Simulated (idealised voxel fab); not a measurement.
process module | voxel capacitor over wiring
Section shown: cut. Width: 275 nm. Cell size: 5 nm, square.
In this document a cross-section is written as a grid of square cells. It is given as a series of bands, listed from the top down, and a band is one or more rows of cells. Read a band's entry like this: the first values are the height of its top and the height of its bottom in nm, and what follows is the sequence of materials from left to right, each with its width in nm. Note that "blank" is empty space, and that a single material marked "all across" reaches across the band from edge to edge. Convention: height 0 is the level below which the wafer, as received, is all one material. The lowest band does not terminate at the bottom but continues downward, represented as "z 0 and below". Quick explanation for "30..40": the width changes in equal steps down the rows of cells, from the first number in the band's top row to the second number in its bottom row. "remained unchanged" (step): cross-section cells unchanged, all of them. So "Closed void register" is basically the list of trapped voids: any empty space of 8 cells or more that can't reach the top through an opening. They're written width x height at distance, the distance being from the left edge, and it's all nm. That trailing text on a step's line, after the settings, is the simulator's own remark on the step. When a step includes a mask, the "overlay nm" setting on its line states how far to the right of its planned place that mask lay, and negative values state how far to the left.

**The following list gives the planned process steps**
step 1: RECEIVE | material Si
step 2: CONFORMAL_DEP | material SiO2 | thk nm 10
step 3: DIRECTIONAL_DEP | material TiN | thk nm 5
step 4: DIRECTIONAL_DEP | material Ru | thk nm 20
step 5: PATTERN | tone cover | mask id METAL_1 | material resist | width nm 20 | pitch nm 75 | thk nm 20 | overlay nm 0
step 6: DIRECTIONAL_ETCH | etch materials Ru | depth nm 20
step 7: DIRECTIONAL_ETCH | etch materials TiN | depth nm 5
step 8: STRIP | etch materials resist
step 9: CONFORMAL_DEP | material SiN | thk nm 5
step 10: FILL_DEP | material SiO2 | thk nm 5
step 11: CMP | height nm 35
step 12: CONFORMAL_DEP | material SiCN | thk nm 5
step 13: DIRECTIONAL_DEP | material SiO2 | thk nm 15
step 14: DIRECTIONAL_DEP | material aC | thk nm 15
step 15: PATTERN | tone open | mask id PLUG_1 | material resist | width nm 15 | thk nm 30 | overlay nm 0
step 16: DIRECTIONAL_ETCH | etch materials aC | depth nm 15
step 17: STRIP | etch materials resist
step 18: DIRECTIONAL_ETCH | etch materials SiO2 | depth nm 15
step 19: DIRECTIONAL_ETCH | etch materials SiCN | depth nm 5
step 20: STRIP | etch materials aC
step 21: CONFORMAL_DEP | material TiN | thk nm 5
step 22: FILL_DEP | material Ru | thk nm 5
step 23: CMP | height nm 55
step 24: DIRECTIONAL_DEP | material TiN | thk nm 5
step 25: DIRECTIONAL_DEP | material Al2O3 | thk nm 5
step 26: DIRECTIONAL_DEP | material TiN | thk nm 5
step 27: MASKED_ETCH | tone cover | mask id UPPER_PLATE | width nm 60 | etch materials TiN | depth nm 5 | overlay nm -15
step 28: MASKED_ETCH | tone cover | mask id UPPER_PLATE | width nm 60 | etch materials Al2O3 | depth nm 5 | overlay nm 0
step 29: PATTERN | tone cover | mask id LOWER_PLATE | material resist | width nm 70 | thk nm 15 | overlay nm 0
step 30: DIRECTIONAL_ETCH | etch materials TiN | depth nm 5
step 31: STRIP | etch materials resist
step 32: FILL_DEP | material SiO2 | thk nm 15
step 33: CMP | height nm 80
step 34: PATTERN | tone open | mask id PLUG_2 | material resist | width nm 15 | thk nm 20 | overlay nm 0
step 35: DIRECTIONAL_ETCH | etch materials SiO2 | depth nm 10
step 36: STRIP | etch materials resist
step 37: CONFORMAL_DEP | material TiN | thk nm 5
step 38: FILL_DEP | material Ru | thk nm 5
step 39: CMP | height nm 80
step 40: CONFORMAL_DEP | material SiCN | thk nm 5
Among the wafers covered here, the point of difference is the overlay nm at step 27; their starting state is shared, and the plan presents the value of the first wafer.

**This is how the first of several wafers looked in cross-section when it arrived, which is after step 1**
* z 0 and below  Si all across
* Closed void register: none

**Gained (+) or lost (-) cells of each material since receipt, then closed voids: one row per wafer, at the end of the module**
overlay nm -15; +15 Al2O3; +36 Ru; +107 SiCN; +63 SiN; +666 SiO2; +48 TiN; Closed void register: none
overlay nm -10; +14 Al2O3; +36 Ru; +107 SiCN; +63 SiN; +667 SiO2; +48 TiN; Closed void register: none
overlay nm -5; +13 Al2O3; +36 Ru; +107 SiCN; +63 SiN; +668 SiO2; +48 TiN; Closed void register: none
overlay nm 0; +12 Al2O3; +36 Ru; +107 SiCN; +63 SiN; +669 SiO2; +48 TiN; Closed void register: none
overlay nm 5; +13 Al2O3; +36 Ru; +107 SiCN; +63 SiN; +668 SiO2; +48 TiN; Closed void register: none
overlay nm 10; +14 Al2O3; +36 Ru; +107 SiCN; +63 SiN; +667 SiO2; +48 TiN; Closed void register: none
overlay nm 15; +15 Al2O3; +36 Ru; +107 SiCN; +63 SiN; +666 SiO2; +48 TiN; Closed void register: none
